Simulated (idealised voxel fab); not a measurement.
process module | voxel ribs on slabs
cross-section cut | 230 nm wide | cells 5 nm
A cross-section is a grid of square cells, given in bands from the top down. A band is one or more rows of cells.
Each band's line starts with the height of the band's top and of its bottom, in nm. Then come its materials from left to right, each with its width in nm. One material with "throughout" fills the band from edge to edge. "air" is empty space.
Height 0 is the level under which the wafer as received is all one material. The lowest band goes on downwards, as in "0 down".
A width such as "30 to 40" changes by the same amount from each row of cells to the next, from the band's top row to its bottom row.
"no change" after a step means that no cell of the cross-section changed.
closed voids: empty space of 8 cells or more with no open way to the top, each as width x height at its distance from the left edge, in nm
after a step's settings: what the simulator itself notes on the step
overlay nm, on a step with a mask: how far to the right of its planned place the mask lay; to the left if negative
plan
1 op RECEIVE | material Si
2 op DIRECTIONAL_DEP | material SiO2 | thk nm 25
3 op DIRECTIONAL_DEP | material SiN | thk nm 20
4 op PATTERN | tone cover | mask id RIB | material resist | width nm 20 | thk nm 15 | overlay nm 0
5 op DIRECTIONAL_ETCH | etch materials SiN | depth nm 5
6 op STRIP | etch materials resist
7 op PATTERN | tone cover | mask id SLAB | material resist | width nm 50 | thk nm 20 | overlay nm 0
8 op DIRECTIONAL_ETCH | etch materials SiN | depth nm 15
9 op STRIP | etch materials resist
10 op FILL_DEP | material SiO2 | thk nm 15
11 op CMP | height nm 55
12 op DIRECTIONAL_DEP | material W | thk nm 5
13 op PATTERN | tone cover | mask id HEATER | material resist | width nm 30 | thk nm 20 | overlay nm 0
14 op DIRECTIONAL_ETCH | etch materials W | depth nm 5
15 op STRIP | etch materials resist
16 op CONFORMAL_DEP | material SiN | thk nm 10
as received, after step 1
  0 down: Si throughout
  closed voids: none
a wafer at the end: this start, this plan, one mistake
  70 to 65: air 90 | SiN 50 | air 90
  65 to 60: SiN throughout
  60 to 55: SiN 100 | W 30 | SiN 100
  55 to 45: SiO2 throughout
  45 to 40: SiO2 110 | SiN 15 | SiO2 105
  40 to 25: SiO2 90 | SiN 50 | SiO2 90
  25 to 0: SiO2 throughout
  0 down: Si throughout
  closed voids: none
what went wrong: step 4 ran as: op PATTERN | tone cover | mask id RIB | material resist | width nm 15 | thk nm 15 | overlay nm 0
